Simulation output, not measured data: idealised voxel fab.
This section sets out a process module, namely voxel gate over fins.
The width of the displayed cross-section, cut, is 225 nm; its cells are square, with a size of 5 nm.
Heads up, the way a cross-section reads in here is a grid of square cells, handed over as bands from the top down, with every band being one or more rows of cells. Heads up on the band format: heights come first, top then bottom, in nm. After that it's the materials left to right, each with its width in nm. A single material flagged "throughout" fills the whole band edge to edge, and "empty" means there's empty space there. Counting heights begins at 0, where everything beneath is, in the wafer as received, one material. The lowest band has no bottom; it goes on downwards, as "z 0 and below" shows. Top row gets the first number, bottom row gets the second, and each row in between changes by the same step: that is how a band width like "30..40" works. When a step is marked "everything unchanged", none of the cells in the cross-section changed during that step. In the "Closed void listing" entry, you get each enclosed empty space of 8 cells or more, one with no open way to the top, written width x height at distance, distance from the left edge, in nm. Read whatever lies past the settings on a step's line as the simulator's own remark about the step. "overlay nm", when on a step's line for a step with a mask, measures how far to the right of its planned place the mask lay; a negative measure means to the left.
Planned step list for the process:
1,RECEIVE (material Si)
2,CONFORMAL_DEP (material SiN; thk nm 10)
3,MASKED_ETCH (tone cover; mask id FINS; width nm 15; pitch nm 60; etch materials SiN; depth nm 10; overlay nm -15)
4,MASKED_ETCH (tone cover; mask id FINS; width nm 15; pitch nm 60; etch materials Si; depth nm 40; overlay nm 0)
5,OXIDIZE (depth nm 5)
6,FILL_DEP (material SiO2; thk nm 10)
7,CMP (height nm 10)
8,MASKED_ETCH (tone open; mask id RAIL; width nm 15; etch materials SiO2; depth nm 45; overlay nm 0)
9,CONFORMAL_DEP (material TiN; thk nm 5)
10,FILL_DEP (material W; thk nm 10)
11,CMP (height nm 10)
12,SELECTIVE_ETCH (etch materials W Ru TiN; depth nm 30)
13,FILL_DEP (material SiO2; thk nm 5)
14,CMP (height nm 10)
15,SELECTIVE_ETCH (etch materials SiO2; depth nm 20)
16,STRIP (etch materials SiN)
17,CONFORMAL_DEP (material HfO2; thk nm 5)
18,CONFORMAL_DEP (material TiN; thk nm 5)
19,FILL_DEP (material W; thk nm 15)
20,CMP (height nm 20)
21,CONFORMAL_DEP (material SiCN; thk nm 5)
Wafer-to-wafer difference: overlay nm, step 3. Common start. Plan = first wafer's value.
As-received cross-section, first of several wafers, post step 1:
> z 0 and below: Si throughout
> Closed void listing: none
First of several wafers in cross-section at module end, following the final step, step 21:
> z 25 to 20: SiCN throughout
> z 20 to 10: W throughout
> z 10 to 5: 25 of W  25 of TiN  35 of W  25 of TiN  35 of W  25 of TiN  55 of W
> z 5 to 0: 25 of W  5 of TiN  15 of HfO2  20 of TiN  20 of W  5 of TiN  15 of HfO2  20 of TiN  20 of W  5 of TiN  15 of HfO2  20 of TiN  40 of W
> z 0 to -5: 30 of TiN  5 of HfO2  5 of Si  20 of HfO2  30 of TiN  5 of HfO2  5 of Si  20 of HfO2  30 of TiN  5 of HfO2  5 of Si  20 of HfO2  45 of TiN
> z -5 to -10: 35 of HfO2  20 of Si  40 of HfO2  20 of Si  40 of HfO2  20 of Si  50 of HfO2
> z -10 to -20: 35 of SiO2  20 of Si  40 of SiO2  20 of Si  40 of SiO2  20 of Si  50 of SiO2
> z -20 to -30: 35 of SiO2  20 of Si  20 of SiO2  5 of TiN  5 of W  5 of TiN  5 of SiO2  20 of Si  40 of SiO2  20 of Si  50 of SiO2
> z -30 to -35: 35 of SiO2  20 of Si  20 of SiO2  15 of TiN  5 of SiO2  20 of Si  40 of SiO2  20 of Si  50 of SiO2
> z -35 to -45: 35 of SiO2  20 of Si  40 of SiO2  20 of Si  40 of SiO2  20 of Si  50 of SiO2
> z -45 and below: Si throughout
> Closed void listing: none
Of the several wafers, the last: cross-section at the end of the module:
> z 25 to 20: SiCN throughout
> z 20 to 10: W throughout
> z 10 to 5: 55 of W  25 of TiN  35 of W  25 of TiN  35 of W  25 of TiN  25 of W
> z 5 to 0: 40 of W  20 of TiN  15 of HfO2  5 of TiN  20 of W  20 of TiN  15 of HfO2  5 of TiN  20 of W  20 of TiN  15 of HfO2  5 of TiN  25 of W
> z 0 to -5: 45 of TiN  20 of HfO2  5 of Si  5 of HfO2  30 of TiN  20 of HfO2  5 of Si  5 of HfO2  30 of TiN  20 of HfO2  5 of Si  5 of HfO2  30 of TiN
> z -5 to -10: 50 of HfO2  20 of Si  40 of HfO2  20 of Si  40 of HfO2  20 of Si  35 of HfO2
> z -10 to -20: 50 of SiO2  20 of Si  40 of SiO2  20 of Si  40 of SiO2  20 of Si  35 of SiO2
> z -20 to -30: 50 of SiO2  20 of Si  5 of SiO2  5 of TiN  5 of W  5 of TiN  20 of SiO2  20 of Si  40 of SiO2  20 of Si  35 of SiO2
> z -30 to -35: 50 of SiO2  20 of Si  5 of SiO2  15 of TiN  20 of SiO2  20 of Si  40 of SiO2  20 of Si  35 of SiO2
> z -35 to -45: 50 of SiO2  20 of Si  40 of SiO2  20 of Si  40 of SiO2  20 of Si  35 of SiO2
> z -45 and below: Si throughout
> Closed void listing: none
Rows = wafers. At module end, each row lists per material the cells gained (+) or lost (-) since the wafer was received, then the closed voids:
overlay nm -15; +57 HfO2; -306 Si; +45 SiCN; +222 SiO2; +64 TiN; +143 W; Closed void listing: none
overlay nm -10; +57 HfO2; -330 Si; +45 SiCN; +243 SiO2; +64 TiN; +146 W; Closed void listing: none
overlay nm -5; +57 HfO2; -354 Si; +45 SiCN; +264 SiO2; +64 TiN; +149 W; Closed void listing: none
overlay nm 0; +57 HfO2; -378 Si; +45 SiCN; +285 SiO2; +64 TiN; +152 W; Closed void listing: none
overlay nm 5; +57 HfO2; -354 Si; +45 SiCN; +264 SiO2; +64 TiN; +149 W; Closed void listing: none
overlay nm 10; +57 HfO2; -330 Si; +45 SiCN; +243 SiO2; +64 TiN; +146 W; Closed void listing: none
overlay nm 15; +57 HfO2; -306 Si; +45 SiCN; +222 SiO2; +64 TiN; +143 W; Closed void listing: none
